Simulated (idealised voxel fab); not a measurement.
A process module follows: voxel fin reveal.
The figure presents cross-section cut, which has a width of 250 nm and is divided into square cells with an edge length of 5 nm.
Throughout this document, each cross-section is represented as a grid of square cells and is presented as a sequence of bands enumerated from the top downward, where a band comprises one or more rows of cells. Per band: top height and bottom height in nm, followed by the left-to-right materials and their widths in nm; "edge to edge" marks a single material spanning edge to edge, "empty" marks empty space. Basically, 0 is our baseline, since under it the wafer straight out of the box is all one material. The bottom band has no lower end and keeps on going down, so it looks like "0 nm and below". A width such as "30..40" changes by the same amount from each row of cells to the next, from the band's top row to its bottom row. It should be understood that the words "remained unchanged", when stated for a given step, signify that the cross-section underwent no change in any of its cells during that step. In the "Tabulated closed voids" entry, you get each enclosed empty space of 8 cells or more, one with no open way to the top, written width x height at distance, distance from the left edge, in nm. Anything after a step's settings on that line? It's the simulator's own note about the step. A step's line can hold "overlay nm"; with a mask on that step, the setting says how far right of the planned place the mask lay, while a negative setting says it lay to the left.
# Set out below are the planned steps of the process
| 1 | op RECEIVE | material Si |
| 2 | op CONFORMAL_DEP | material SiN | thk nm 5 |
| 3 | op DIRECTIONAL_DEP | material aC | thk nm 15 |
| 4 | op PATTERN | tone cover | mask id FINS | material resist | width nm 15 | pitch nm 35 | thk nm 35 | overlay nm 0 |
| 5 | op DIRECTIONAL_ETCH | etch materials aC | depth nm 15 |
| 6 | op STRIP | etch materials resist |
| 7 | op DIRECTIONAL_ETCH | etch materials SiN | depth nm 5 |
| 8 | op DIRECTIONAL_ETCH | etch materials Si | depth nm 30 |
| 9 | op STRIP | etch materials aC |
| 10 | op OXIDIZE | depth nm 5 |
| 11 | op FILL_DEP | material SiO2 | thk nm 15 |
| 12 | op CMP | height nm 5 |
| 13 | op SELECTIVE_ETCH | etch materials SiO2 | depth nm 15 |
| 14 | op STRIP | etch materials SiN |
# The first wafer of two, processed as planned
# Step 1 complete: cross-section of the wafer as received
- 0 nm and below: Si edge to edge
- Tabulated closed voids: none
# Upon completion of step 2, the wafer appears in cross-section as shown
- 5 nm to 0 nm: SiN edge to edge
- Whatever lies below 0 is exactly as it was before.
# Upon completion of step 3, the wafer appears in cross-section as shown
- 20 nm to 5 nm: aC edge to edge
- Whatever lies below 5 is exactly as it was before.
# Upon completion of step 4, the wafer appears in cross-section as shown
- 55 nm to 20 nm: 65 nm empty / 15 nm resist / 20 nm empty / 15 nm resist / 20 nm empty / 15 nm resist / 20 nm empty / 15 nm resist / 65 nm empty
- Whatever lies below 20 is exactly as it was before.
# Upon completion of step 5, the wafer appears in cross-section as shown
- 40 nm to 20 nm: 65 nm empty / 15 nm resist / 20 nm empty / 15 nm resist / 20 nm empty / 15 nm resist / 20 nm empty / 15 nm resist / 65 nm empty
- 20 nm to 5 nm: 65 nm empty / 15 nm aC / 20 nm empty / 15 nm aC / 20 nm empty / 15 nm aC / 20 nm empty / 15 nm aC / 65 nm empty
- Whatever lies below 5 is exactly as it was before.
# Upon completion of step 6, the wafer appears in cross-section as shown
- 20 nm to 5 nm: 65 nm empty / 15 nm aC / 20 nm empty / 15 nm aC / 20 nm empty / 15 nm aC / 20 nm empty / 15 nm aC / 65 nm empty
- Whatever lies below 5 is exactly as it was before.
# Upon completion of step 7, the wafer appears in cross-section as shown
- 20 nm to 5 nm: 65 nm empty / 15 nm aC / 20 nm empty / 15 nm aC / 20 nm empty / 15 nm aC / 20 nm empty / 15 nm aC / 65 nm empty
- 5 nm to 0 nm: 65 nm empty / 15 nm SiN / 20 nm empty / 15 nm SiN / 20 nm empty / 15 nm SiN / 20 nm empty / 15 nm SiN / 65 nm empty
- Whatever lies below 0 is exactly as it was before.
# Upon completion of step 8, the wafer appears in cross-section as shown
- 20 nm to 5 nm: 65 nm empty / 15 nm aC / 20 nm empty / 15 nm aC / 20 nm empty / 15 nm aC / 20 nm empty / 15 nm aC / 65 nm empty
- 5 nm to 0 nm: 65 nm empty / 15 nm SiN / 20 nm empty / 15 nm SiN / 20 nm empty / 15 nm SiN / 20 nm empty / 15 nm SiN / 65 nm empty
- 0 nm to -30 nm: 65 nm empty / 15 nm Si / 20 nm empty / 15 nm Si / 20 nm empty / 15 nm Si / 20 nm empty / 15 nm Si / 65 nm empty
- Whatever lies below -30 is exactly as it was before.
# Upon completion of step 9, the wafer appears in cross-section as shown
- 5 nm to 0 nm: 65 nm empty / 15 nm SiN / 20 nm empty / 15 nm SiN / 20 nm empty / 15 nm SiN / 20 nm empty / 15 nm SiN / 65 nm empty
- Whatever lies below 0 is exactly as it was before.
# Upon completion of step 10, the wafer appears in cross-section as shown
- 5 nm to 0 nm: 65 nm empty / 15 nm SiN / 20 nm empty / 15 nm SiN / 20 nm empty / 15 nm SiN / 20 nm empty / 15 nm SiN / 65 nm empty
- 0 nm to -30 nm: 65 nm empty / 5 nm SiO2 / 5 nm Si / 5 nm SiO2 / 20 nm empty / 5 nm SiO2 / 5 nm Si / 5 nm SiO2 / 20 nm empty / 5 nm SiO2 / 5 nm Si / 5 nm SiO2 / 20 nm empty / 5 nm SiO2 / 5 nm Si / 5 nm SiO2 / 65 nm empty
- -30 nm to -35 nm: 70 nm SiO2 / 5 nm Si / 30 nm SiO2 / 5 nm Si / 30 nm SiO2 / 5 nm Si / 30 nm SiO2 / 5 nm Si / 70 nm SiO2
- Whatever lies below -35 is exactly as it was before.
# Upon completion of step 11, the wafer appears in cross-section as shown
- 20 nm to 5 nm: SiO2 edge to edge
- 5 nm to 0 nm: 65 nm SiO2 / 15 nm SiN / 20 nm SiO2 / 15 nm SiN / 20 nm SiO2 / 15 nm SiN / 20 nm SiO2 / 15 nm SiN / 65 nm SiO2
- 0 nm to -35 nm: 70 nm SiO2 / 5 nm Si / 30 nm SiO2 / 5 nm Si / 30 nm SiO2 / 5 nm Si / 30 nm SiO2 / 5 nm Si / 70 nm SiO2
- Whatever lies below -35 is exactly as it was before.
# Upon completion of step 12, the wafer appears in cross-section as shown
- 5 nm to 0 nm: 65 nm SiO2 / 15 nm SiN / 20 nm SiO2 / 15 nm SiN / 20 nm SiO2 / 15 nm SiN / 20 nm SiO2 / 15 nm SiN / 65 nm SiO2
- Whatever lies below 0 is exactly as it was before.
# Upon completion of step 13, the wafer appears in cross-section as shown
- 5 nm to 0 nm: 65 nm empty / 15 nm SiN / 20 nm empty / 15 nm SiN / 20 nm empty / 15 nm SiN / 20 nm empty / 15 nm SiN / 65 nm empty
- 0 nm to -10 nm: 70 nm empty / 5 nm Si / 30 nm empty / 5 nm Si / 30 nm empty / 5 nm Si / 30 nm empty / 5 nm Si / 70 nm empty
- Whatever lies below -10 is exactly as it was before.
# Upon completion of step 14, the wafer appears in cross-section as shown
- 0 nm to -10 nm: 70 nm empty / 5 nm Si / 30 nm empty / 5 nm Si / 30 nm empty / 5 nm Si / 30 nm empty / 5 nm Si / 70 nm empty
- Whatever lies below -10 is exactly as it was before.
# Regarding the second of the two wafers: it shared the first wafer's starting condition and process plan, yet one error occurred during its execution. Its history coincides with that of the first wafer up to and including step 12
# The second wafer cut through, at the time step 13 was supposed to be finished
- 5 nm to 0 nm: 65 nm SiO2 / 15 nm empty / 20 nm SiO2 / 15 nm empty / 20 nm SiO2 / 15 nm empty / 20 nm SiO2 / 15 nm empty / 65 nm SiO2
- Whatever lies below 0 is exactly as it was before.
# The second wafer cut through, at the time step 14 was supposed to be finished
- 0 nm to -10 nm: 70 nm empty / 5 nm Si / 30 nm empty / 5 nm Si / 30 nm empty / 5 nm Si / 30 nm empty / 5 nm Si / 70 nm empty
- -10 nm to -15 nm: 50 nm SiO2 / 20 nm empty / 5 nm Si / 30 nm empty / 5 nm Si / 30 nm empty / 5 nm Si / 30 nm empty / 5 nm Si / 20 nm empty / 50 nm SiO2
- Whatever lies below -15 is exactly as it was before.
Deviation noted in wafer processing: plan vs actual: 13 and 14 interchanged
Wrapping up, a cell-based count of both wafers puts the second over or under the first for these materials: 26 fewer of SiO2
